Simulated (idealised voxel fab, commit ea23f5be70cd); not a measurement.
Process module name: voxel ribs on slabs
Cross-section cut spans 260 nm and uses square cells 5 nm in size.
Cross-section format: a grid of square cells, given as bands from top to bottom; each band is one or more rows of cells.
What a band's entry tells you: where the top is and where the bottom is, as heights in nm, and after that what lies inside, material by material from left to right, each with its width in nm. Empty space is written as the word "blank", and a single material marked with the word "edge to edge" occupies the band from edge to edge.
Height is counted from the level 0, under which the received wafer is composed throughout of one material. The lowest of the bands is not closed at the bottom but continues downward, in the notation "0 and below".
You'd read "30 to 40" like this: the band's top row of cells is as wide as the first number, its bottom row is as wide as the second, and going down, every row changes width by the same amount as the row before did.
What does "no modifications" mean for a step? It means no cell of the cross-section changed in that step.
Any empty space of 8 cells or more lacking an open way to the top shows up in "Enclosed internal cavities" as width x height at distance, distance from the left edge, in nm.
Where a step's line continues beyond its settings, the continuation is a remark by the simulator itself on that step.
"overlay nm" answers the question of how far to the right of plan the mask lay on a step that has a mask, and when it is negative the answer is to the left.

## The steps planned for the process are as follows
1 RECEIVE [material Si]
2 DIRECTIONAL_DEP [material SiO2] [thk nm 25]
3 DIRECTIONAL_DEP [material SiN] [thk nm 20]
4 MASKED_ETCH [tone cover] [mask id RIB] [width nm 30] [etch materials SiN] [depth nm 5] [overlay nm 0]
5 DIRECTIONAL_DEP [material aC] [thk nm 10]
6 PATTERN [tone cover] [mask id SLAB] [material resist] [width nm 80] [thk nm 25] [overlay nm 0]
7 DIRECTIONAL_ETCH [etch materials aC] [depth nm 10]
8 STRIP [etch materials resist]
9 DIRECTIONAL_ETCH [etch materials SiN] [depth nm 15]
10 STRIP [etch materials aC]
11 FILL_DEP [material SiO2] [thk nm 20]
12 CMP [height nm 55]
13 DIRECTIONAL_DEP [material W] [thk nm 10]
14 MASKED_ETCH [tone cover] [mask id HEATER] [width nm 30] [etch materials W] [depth nm 10] [overlay nm 0]
15 CONFORMAL_DEP [material SiN] [thk nm 5]
Heads up: all these wafers start the same, and what changes between them is the width nm in step 14. The value you see in the plan is just what the first wafer got.

## first wafer as received, after step 1
> 0 and below = Si edge to edge
> Enclosed internal cavities: none

## Per-wafer rows below. For each material: cells gained (+) or lost (-) since the wafer was received, as of end of module. Then: closed voids
width nm 30, +110 SiN, +518 SiO2, +12 W, Enclosed internal cavities: none
width nm 35, +110 SiN, +518 SiO2, +14 W, Enclosed internal cavities: none
width nm 40, +110 SiN, +518 SiO2, +16 W, Enclosed internal cavities: none
width nm 45, +110 SiN, +518 SiO2, +18 W, Enclosed internal cavities: none
width nm 50, +110 SiN, +518 SiO2, +20 W, Enclosed internal cavities: none
width nm 55, +110 SiN, +518 SiO2, +22 W, Enclosed internal cavities: none
